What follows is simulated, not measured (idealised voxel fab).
Documented hereafter: the process module known as voxel transistor to metal.
The cross-section on display is named cut; it measures 200 nm wide, and its cells are 5 nm squares.
Cross-section layout: square cells on a grid; listed as bands, top to bottom; a band spans one or more cell rows. Band: top and bottom heights (nm) first, top before bottom; then materials from left to right, widths in nm. "throughout" marks a sole material filling the band edge to edge. "air" denotes empty space. Where do heights start? At 0: under that level the wafer as delivered is made of one material only. And the lowest band has no floor; it just carries on downward, as in "0 nm and below". With a width like "30 to 40", each row of cells in the band differs from the next by the same amount, the top row carrying the first number and the bottom row the second. You'll sometimes find "nothing got changed" written for a step, and that's the way of saying that nowhere in the cross-section did a cell change during that step. "Trapped cavities" enumerates empty spaces isolated from the top, with no open way to it, that contain at least 8 cells, giving each as width x height at distance from the left edge, all three in nm. Post-settings text on a step line: simulator's own remark regarding the step. overlay nm: where the mask lay relative to plan, measured to the right, on steps with a mask; negatives go left.

SET OUT BELOW ARE THE PLANNED STEPS OF THE PROCESS
| 1 | RECEIVE: material Si |
| 2 | CONFORMAL_DEP: material SiO2, thk nm 5 |
| 3 | CONFORMAL_DEP: material SiN, thk nm 15 |
| 4 | MASKED_ETCH: tone cover, mask id ACTIVE, width nm 95, etch materials SiN, depth nm 15, overlay nm 0 |
| 5 | MASKED_ETCH: tone cover, mask id ACTIVE, width nm 95, etch materials SiO2, depth nm 5, overlay nm 0 |
| 6 | MASKED_ETCH: tone cover, mask id ACTIVE, width nm 95, etch materials Si, depth nm 30, overlay nm 0 |
| 7 | OXIDIZE: depth nm 5 |
| 8 | FILL_DEP: material SiO2, thk nm 10 |
| 9 | CMP: height nm 20 |
| 10 | SELECTIVE_ETCH: etch materials SiO2, depth nm 10 |
| 11 | STRIP: etch materials SiN |
| 12 | SELECTIVE_ETCH: etch materials SiO2, depth nm 5 |
| 13 | OXIDIZE: depth nm 5 |
| 14 | DIRECTIONAL_DEP: material polySi, thk nm 30 |
| 15 | DIRECTIONAL_DEP: material SiCN, thk nm 15 |
| 16 | PATTERN: tone cover, mask id GATE, material resist, width nm 15, thk nm 20, overlay nm 0 |
| 17 | DIRECTIONAL_ETCH: etch materials SiCN, depth nm 25 |
| 18 | DIRECTIONAL_ETCH: etch materials polySi, depth nm 40 |
| 19 | STRIP: etch materials resist |
| 20 | CONFORMAL_DEP: material SiO2, thk nm 5 |
| 21 | DIRECTIONAL_ETCH: etch materials SiO2, depth nm 5 |
| 22 | CONFORMAL_DEP: material SiN, thk nm 5 |
| 23 | DIRECTIONAL_ETCH: etch materials SiN, depth nm 5 |
| 24 | DIRECTIONAL_ETCH: etch materials SiO2, depth nm 5 |
| 25 | DIRECTIONAL_ETCH: etch materials Si, depth nm 15 |
| 26 | EPI: material pSi, thk nm 20 |
| 27 | FILL_DEP: material SiO2, thk nm 5 |
| 28 | CMP: height nm 45 |
| 29 | DIRECTIONAL_DEP: material SiO2, thk nm 10 |
| 30 | PATTERN: tone open, mask id CONTACT, material resist, width nm 20, pitch nm 65, thk nm 20, overlay nm 0 |
| 31 | DIRECTIONAL_ETCH: etch materials SiO2, depth nm 55 |
| 32 | STRIP: etch materials resist |
| 33 | CONFORMAL_DEP: material TiN, thk nm 5 |
| 34 | FILL_DEP: material Ru, thk nm 5 |
| 35 | CMP: height nm 55 |
| 36 | DIRECTIONAL_DEP: material TiN, thk nm 5 |
| 37 | DIRECTIONAL_DEP: material W, thk nm 25 |
| 38 | MASKED_ETCH: tone cover, mask id METAL_1, width nm 20, pitch nm 65, etch materials W, depth nm 25, overlay nm 0 |
| 39 | MASKED_ETCH: tone cover, mask id METAL_1, width nm 20, pitch nm 65, etch materials TiN, depth nm 5, overlay nm 0 |
| 40 | CONFORMAL_DEP: material SiCN, thk nm 5 |
| 41 | FILL_DEP: material lowk, thk nm 5 |
| 42 | CMP: height nm 85 |
| 43 | CONFORMAL_DEP: material SiCN, thk nm 5 |
| 44 | DIRECTIONAL_DEP: material SiO2, thk nm 35 |
| 45 | MASKED_ETCH: tone open, mask id METAL_2, width nm 20, pitch nm 65, etch materials SiO2, depth nm 20, overlay nm 0 |
| 46 | MASKED_ETCH: tone open, mask id METAL_2_HOLES, width nm 15, pitch nm 65, etch materials SiO2, depth nm 15, overlay nm 0 |
| 47 | MASKED_ETCH: tone open, mask id METAL_2_HOLES, width nm 15, pitch nm 65, etch materials SiCN, depth nm 5, overlay nm 0 |
| 48 | CONFORMAL_DEP: material TiN, thk nm 5 |
| 49 | FILL_DEP: material Cu, thk nm 5 |
| 50 | CMP: height nm 125 |
| 51 | CONFORMAL_DEP: material SiN, thk nm 5 |

INCOMING WAFER, CROSS-SECTIONAL VIEW, POST STEP 1
  0 nm and below = Si throughout
  Trapped cavities: none

FIGURE: CROSS-SECTIONAL VIEW OF THE WAFER UPON COMPLETION OF THE MODULE, PROCESSED FROM THE INITIAL STATE AND ACCORDING TO THE PLAN DEPICTED ABOVE, WITH ONE ERROR INTRODUCED DURING EXECUTION
  130 nm to 125 nm = SiN throughout
  125 nm to 110 nm = 55 SiO2; 5 TiN; 10 Cu; 5 TiN; 45 SiO2; 5 TiN; 10 Cu; 5 TiN; 60 SiO2
  110 nm to 105 nm = 55 SiO2; 5 TiN; 5 Cu; 10 TiN; 45 SiO2; 5 TiN; 5 Cu; 10 TiN; 60 SiO2
  105 nm to 90 nm = 55 SiO2; 5 TiN; 5 Cu; 5 TiN; 50 SiO2; 5 TiN; 5 Cu; 5 TiN; 65 SiO2
  90 nm to 85 nm = 55 SiCN; 15 TiN; 50 SiCN; 15 TiN; 65 SiCN
  85 nm to 60 nm = 50 lowk; 5 SiCN; 20 W; 5 SiCN; 35 lowk; 5 SiCN; 20 W; 5 SiCN; 55 lowk
  60 nm to 55 nm = 55 SiCN; 20 TiN; 45 SiCN; 20 TiN; 60 SiCN
  55 nm to 45 nm = 55 SiO2; 5 TiN; 10 Ru; 5 TiN; 45 SiO2; 5 TiN; 10 Ru; 5 TiN; 60 SiO2
  45 nm to 30 nm = 55 SiO2; 5 TiN; 10 Ru; 5 TiN; 5 SiO2; 5 SiN; 5 SiO2; 15 SiCN; 5 SiO2; 5 SiN; 5 SiO2; 5 TiN; 10 Ru; 5 TiN; 60 SiO2
  30 nm to 20 nm = 55 SiO2; 5 TiN; 10 Ru; 5 TiN; 5 SiO2; 5 SiN; 5 SiO2; 15 polySi; 5 SiO2; 5 SiN; 5 SiO2; 5 TiN; 10 Ru; 5 TiN; 60 SiO2
  20 nm to 15 nm = 55 SiO2; 20 TiN; 5 SiO2; 5 SiN; 5 SiO2; 15 polySi; 5 SiO2; 5 SiN; 5 SiO2; 20 TiN; 60 SiO2
  15 nm to 5 nm = 55 SiO2; 5 TiN; 20 pSi; 5 SiN; 5 SiO2; 15 polySi; 5 SiO2; 5 SiN; 20 pSi; 5 TiN; 60 SiO2
  5 nm to 0 nm = 50 SiO2; 5 SiN; 5 TiN; 20 pSi; 5 SiN; 5 SiO2; 15 polySi; 5 SiO2; 5 SiN; 20 pSi; 5 TiN; 5 SiN; 55 SiO2
  0 nm to -5 nm = 55 SiO2; 25 pSi; 35 SiO2; 25 pSi; 60 SiO2
  -5 nm to -20 nm = 55 SiO2; 25 pSi; 35 Si; 25 pSi; 60 SiO2
  -20 nm to -65 nm = 55 SiO2; 85 Si; 60 SiO2
  -65 nm and below = Si throughout
  Trapped cavities: none
What went wrong in running the wafer? step 6 of the plan was executed twice over
